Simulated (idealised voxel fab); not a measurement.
process module | voxel spacer lines
cross-section cut | 235 nm wide | cells 5 nm
A cross-section is a grid of square cells, given in bands from the top down. A band is one or more rows of cells.
Each band's line starts with the height of the band's top and of its bottom, in nm. Then come its materials from left to right, each with its width in nm. One material with "throughout" fills the band from edge to edge. "air" is empty space.
Height 0 is the level under which the wafer as received is all one material. The lowest band goes on downwards, as in "0 down".
A width such as "30 to 40" changes by the same amount from each row of cells to the next, from the band's top row to its bottom row.
"no change" after a step means that no cell of the cross-section changed.
closed voids: empty space of 8 cells or more with no open way to the top, each as width x height at its distance from the left edge, in nm
after a step's settings: what the simulator itself notes on the step
overlay nm, on a step with a mask: how far to the right of its planned place the mask lay; to the left if negative
plan
1 op RECEIVE | material Si
2 op CONFORMAL_DEP | material Al2O3 | thk nm 5
3 op DIRECTIONAL_DEP | material W | thk nm 10
4 op DIRECTIONAL_DEP | material aC | thk nm 25
5 op PATTERN | tone cover | mask id MANDREL | material resist | width nm 15 | pitch nm 60 | thk nm 35 | overlay nm 0
6 op DIRECTIONAL_ETCH | etch materials aC | depth nm 25
7 op STRIP | etch materials resist
8 op CONFORMAL_DEP | material SiO2 | thk nm 15
9 op DIRECTIONAL_ETCH | etch materials SiO2 | depth nm 15
10 op STRIP | etch materials aC
11 op DIRECTIONAL_ETCH | etch materials W | depth nm 10
12 op STRIP | etch materials SiO2
13 op FILL_DEP | material lowk | thk nm 10
14 op CMP | height nm 15
first wafer, as planned
as received, after step 1
  0 down: Si throughout
  closed voids: none
after step 2
  5 to 0: Al2O3 throughout
  below 0: unchanged
after step 3
  15 to 5: W throughout
  below 5: unchanged
after step 4
  40 to 15: aC throughout
  below 15: unchanged
after step 5
  75 to 40: air 50 | resist 15 | air 45 | resist 15 | air 45 | resist 15 | air 50
  below 40: unchanged
after step 6
  50 to 40: air 50 | resist 15 | air 45 | resist 15 | air 45 | resist 15 | air 50
  40 to 15: air 50 | aC 15 | air 45 | aC 15 | air 45 | aC 15 | air 50
  below 15: unchanged
after step 7
  40 to 15: air 50 | aC 15 | air 45 | aC 15 | air 45 | aC 15 | air 50
  below 15: unchanged
after step 8
  55 to 40: air 35 | SiO2 45 | air 15 | SiO2 45 | air 15 | SiO2 45 | air 35
  40 to 30: air 35 | SiO2 15 | aC 15 | SiO2 15 | air 15 | SiO2 15 | aC 15 | SiO2 15 | air 15 | SiO2 15 | aC 15 | SiO2 15 | air 35
  30 to 15: SiO2 50 | aC 15 | SiO2 45 | aC 15 | SiO2 45 | aC 15 | SiO2 50
  below 15: unchanged
after step 9
  40 to 15: air 35 | SiO2 15 | aC 15 | SiO2 15 | air 15 | SiO2 15 | aC 15 | SiO2 15 | air 15 | SiO2 15 | aC 15 | SiO2 15 | air 35
  below 15: unchanged
after step 10
  40 to 15: air 35 | SiO2 15 | air 15 | SiO2 15 | air 15 | SiO2 15 | air 15 | SiO2 15 | air 15 | SiO2 15 | air 15 | SiO2 15 | air 35
  below 15: unchanged
after step 11
  40 to 15: air 35 | SiO2 15 | air 15 | SiO2 15 | air 15 | SiO2 15 | air 15 | SiO2 15 | air 15 | SiO2 15 | air 15 | SiO2 15 | air 35
  15 to 5: air 35 | W 15 | air 15 | W 15 | air 15 | W 15 | air 15 | W 15 | air 15 | W 15 | air 15 | W 15 | air 35
  below 5: unchanged
after step 12
  15 to 5: air 35 | W 15 | air 15 | W 15 | air 15 | W 15 | air 15 | W 15 | air 15 | W 15 | air 15 | W 15 | air 35
  below 5: unchanged
after step 13
  25 to 15: lowk throughout
  15 to 5: lowk 35 | W 15 | lowk 15 | W 15 | lowk 15 | W 15 | lowk 15 | W 15 | lowk 15 | W 15 | lowk 15 | W 15 | lowk 35
  below 5: unchanged
after step 14
  15 to 5: lowk 35 | W 15 | lowk 15 | W 15 | lowk 15 | W 15 | lowk 15 | W 15 | lowk 15 | W 15 | lowk 15 | W 15 | lowk 35
  below 5: unchanged
second wafer: like start, like plan, one mistake. Through step 2 it matches the first wafer
when step 3 should have ended
  30 to 5: aC throughout
  below 5: unchanged
when step 4 should have ended
  40 to 30: W throughout
  below 30: unchanged
when step 5 should have ended
  75 to 40: air 50 | resist 15 | air 45 | resist 15 | air 45 | resist 15 | air 50
  below 40: unchanged
when step 6 should have ended
  50 to 40: air 50 | resist 15 | air 45 | resist 15 | air 45 | resist 15 | air 50
  below 40: unchanged
when step 7 should have ended
  40 to 30: W throughout
  below 30: unchanged
when step 8 should have ended
  55 to 40: SiO2 throughout
  below 40: unchanged
when step 9 should have ended
  40 to 30: W throughout
  below 30: unchanged
when step 10 should have ended: no change
when step 11 should have ended
  30 to 5: aC throughout
  below 5: unchanged
when step 12 should have ended: no change
when step 13 should have ended
  40 to 30: lowk throughout
  below 30: unchanged
when step 14 should have ended
  15 to 5: aC throughout
  below 5: unchanged
what went wrong: steps 3 and 4 were swapped
at the end the second wafer has, in cells: 36 fewer of W | 94 more of aC | 58 fewer of lowk
